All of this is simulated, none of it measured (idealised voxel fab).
The document below concerns the process module designated voxel released beams.
The cross-section on display is named cut; it measures 190 nm wide, and its cells are 5 nm squares.
A cross-section is written here as square cells arranged in a grid, and it is given in bands from the top down, each band taking up one or more rows of cells.
Band: top and bottom heights (nm) first, top before bottom; then materials from left to right, widths in nm. "all across" marks a sole material filling the band edge to edge. "air" denotes empty space.
Height reference: 0 = level under which incoming wafer is all one material. Lowest band: no bottom, runs on downward, e.g. "0 nm and below".
Per-row width for "30->40": begins at first number (top row of band), ends at second number (bottom row), increment between rows held constant.
"all unchanged", as given for a step, is the statement that not any cell of the cross-section underwent a change during that step.
Closed empty spaces (no open way to the top) of 8 cells or more are what "Sealed void inventory" lists, each as width x height at distance from the left edge, nm for all three.
Note: text after step settings on the step line = simulator remark on that step.
The optional step-line setting "overlay nm" applies to steps with a mask and quantifies how far to the right of its planned location the mask lay, a negative value indicating leftward placement.
Set out below are the planned steps of the process
1 RECEIVE with material Si
2 CONFORMAL_DEP with material SiN, thk nm 10
3 DIRECTIONAL_DEP with material SiO2, thk nm 10
4 DIRECTIONAL_DEP with material aC, thk nm 15
5 PATTERN with tone open, mask id ANCHOR, material resist, width nm 35, thk nm 35, overlay nm 0
6 DIRECTIONAL_ETCH with etch materials aC, depth nm 15
7 STRIP with etch materials resist
8 DIRECTIONAL_ETCH with etch materials SiO2, depth nm 10
9 STRIP with etch materials aC
10 CONFORMAL_DEP with material TiN, thk nm 10
11 DIRECTIONAL_DEP with material aC, thk nm 10
12 PATTERN with tone cover, mask id BEAM, material resist, width nm 100, thk nm 30, overlay nm 0
13 DIRECTIONAL_ETCH with etch materials aC, depth nm 10
14 STRIP with etch materials resist
15 DIRECTIONAL_ETCH with etch materials TiN, depth nm 10
16 STRIP with etch materials aC
17 STRIP with etch materials SiO2
Cross-section of the incoming wafer, state after step 1
	0 nm and below: Si all across
	Sealed void inventory: none
Run as planned - first of the two wafers cross-sectioned at the end of the module
	30 nm to 20 nm: 40 air; 15 TiN; 15 air; 70 TiN; 50 air
	20 nm to 10 nm: 45 air; 35 TiN; 110 air
	10 nm to 0 nm: SiN all across
	0 nm and below: Si all across
	Sealed void inventory: none
Wafer two, sectioned after the module: the first wafer's start, the first wafer's plan, and one mistake in how it was run
	30 nm to 20 nm: 40 air; 100 TiN; 50 air
	20 nm to 10 nm: SiN all across
	10 nm to 0 nm: SiO2 all across
	0 nm and below: Si all across
	Sealed void inventory: none
What broke from the plan during processing? a sequencing error occurred in which plan steps 2 and 3 were transposed
Materials where the second wafer ends with more or fewer cells than the first: +76 SiO2; -8 TiN
